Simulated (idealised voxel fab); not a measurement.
process module | voxel double patterning
cross-section cut | 280 nm wide | cells 5 nm
A cross-section is a grid of square cells, given in bands from the top down. A band is one or more rows of cells.
Each band's line starts with the height of the band's top and of its bottom, in nm. Then come its materials from left to right, each with its width in nm. One material with "throughout" fills the band from edge to edge. "air" is empty space.
Height 0 is the level under which the wafer as received is all one material. The lowest band goes on downwards, as in "0 down".
A width such as "30 to 40" changes by the same amount from each row of cells to the next, from the band's top row to its bottom row.
"no change" after a step means that no cell of the cross-section changed.
closed voids: empty space of 8 cells or more with no open way to the top, each as width x height at its distance from the left edge, in nm
after a step's settings: what the simulator itself notes on the step
overlay nm, on a step with a mask: how far to the right of its planned place the mask lay; to the left if negative
plan
1 op RECEIVE | material Si
2 op CONFORMAL_DEP | material SiO2 | thk nm 5
3 op DIRECTIONAL_DEP | material TiN | thk nm 20
4 op DIRECTIONAL_DEP | material SiCN | thk nm 5
5 op PATTERN | tone open | mask id FIRST | material resist | width nm 15 | pitch nm 50 | thk nm 15 | overlay nm 0
6 op DIRECTIONAL_ETCH | etch materials SiCN | depth nm 5
7 op STRIP | etch materials resist
8 op PATTERN | tone open | mask id SECOND | material resist | width nm 15 | thk nm 15 | overlay nm 0
9 op DIRECTIONAL_ETCH | etch materials SiCN | depth nm 5
10 op STRIP | etch materials resist
11 op DIRECTIONAL_ETCH | etch materials TiN | depth nm 20
12 op STRIP | etch materials SiCN
as received, after step 1
  0 down: Si throughout
  closed voids: none
a wafer at the end: this start, this plan, one mistake
  45 to 25: TiN 105 | air 15 | TiN 10 | air 15 | TiN 10 | air 15 | TiN 110
  25 to 5: TiN throughout
  5 to 0: SiO2 throughout
  0 down: Si throughout
  closed voids: none
what went wrong: step 3 was run twice
